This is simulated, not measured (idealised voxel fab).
Documented hereafter: the process module known as voxel plated lines.
cross-section cut | 290 nm wide | cells 5 nm
A cross-section is written here as square cells arranged in a grid, and it is given in bands from the top down, each band taking up one or more rows of cells. Each band's line starts with the height of the band's top and of its bottom, in nm. Then come its materials from left to right, each with its width in nm. One material with "edge to edge" fills the band from edge to edge. "air" is empty space. Basically, 0 is our baseline, since under it the wafer straight out of the box is all one material. The bottom band has no lower end and keeps on going down, so it looks like "0 nm and below". Per-row width for "30 to 40": begins at first number (top row of band), ends at second number (bottom row), increment between rows held constant. "same as before" (step): cross-section cells unchanged, all of them. What "Fully enclosed voids" gives you is every empty space of 8 cells or more that is cut off from the top. Each appears as width x height at distance, with the distance taken from the left edge and width, height and distance all in nm. Formally, on a step line, whatever follows the settings is a remark that the simulator itself makes on the step. Steps that use a mask can have "overlay nm" on their line. It says how far the mask sat to the right of where it was meant to be. Negative means to the left.

So here's the lineup of process steps we planned
| 1 | RECEIVE, material Si |
| 2 | CONFORMAL_DEP, material Al2O3, thk nm 5 |
| 3 | DIRECTIONAL_DEP, material TiN, thk nm 5 |
| 4 | PATTERN, tone open, mask id LINES, material resist, width nm 30, pitch nm 55, thk nm 35, overlay nm 0 |
| 5 | EPI, material Ru, thk nm 10 |
| 6 | EPI, material Ru, thk nm 5 |
| 7 | EPI, material Ru, thk nm 10 |
| 8 | STRIP, etch materials resist |
| 9 | DIRECTIONAL_ETCH, etch materials TiN, depth nm 5 |
| 10 | CONFORMAL_DEP, material SiCN, thk nm 10 |

Cross-sectional view of the wafer in its as-received condition, corresponding to the state after step 1
  0 nm and below  Si edge to edge
  Fully enclosed voids: none

Cross-sectional image of the first of two wafers at the end of the module, the run having proceeded as planned
  45 nm to 35 nm  air 35 nm  SiCN 50 nm  air 5 nm  SiCN 50 nm  air 5 nm  SiCN 50 nm  air 5 nm  SiCN 50 nm  air 40 nm
  35 nm to 15 nm  air 35 nm  SiCN 10 nm  Ru 30 nm  SiCN 10 nm  air 5 nm  SiCN 10 nm  Ru 30 nm  SiCN 10 nm  air 5 nm  SiCN 10 nm  Ru 30 nm  SiCN 10 nm  air 5 nm  SiCN 10 nm  Ru 30 nm  SiCN 10 nm  air 40 nm
  15 nm to 10 nm  SiCN 45 nm  Ru 30 nm  SiCN 25 nm  Ru 30 nm  SiCN 25 nm  Ru 30 nm  SiCN 25 nm  Ru 30 nm  SiCN 50 nm
  10 nm to 5 nm  SiCN 45 nm  TiN 30 nm  SiCN 25 nm  TiN 30 nm  SiCN 25 nm  TiN 30 nm  SiCN 25 nm  TiN 30 nm  SiCN 50 nm
  5 nm to 0 nm  Al2O3 edge to edge
  0 nm and below  Si edge to edge
  Fully enclosed voids: none

What the second wafer looks like in cross-section once the module is done. Its start and its plan matched the first wafer's exactly; what differed was one mistake in how it was run
  45 nm to 35 nm  air 30 nm  SiCN 225 nm  air 35 nm
  35 nm to 15 nm  air 30 nm  SiCN 10 nm  Ru 40 nm  SiCN 15 nm  Ru 40 nm  SiCN 15 nm  Ru 40 nm  SiCN 15 nm  Ru 40 nm  SiCN 10 nm  air 35 nm
  15 nm to 10 nm  SiCN 40 nm  Ru 40 nm  SiCN 15 nm  Ru 40 nm  SiCN 15 nm  Ru 40 nm  SiCN 15 nm  Ru 40 nm  SiCN 45 nm
  10 nm to 5 nm  SiCN 40 nm  TiN 40 nm  SiCN 15 nm  TiN 40 nm  SiCN 15 nm  TiN 40 nm  SiCN 15 nm  TiN 40 nm  SiCN 45 nm
  5 nm to 0 nm  Al2O3 edge to edge
  0 nm and below  Si edge to edge
  Fully enclosed voids: none
Which mistake was made when the wafer was run? step 4 ran differently from the plan; actual operation with settings: PATTERN, tone open, mask id LINES, material resist, width nm 40, pitch nm 55, thk nm 35, overlay nm 0
at the end the second wafer has, in cells: Ru +40; SiCN -18; TiN +8
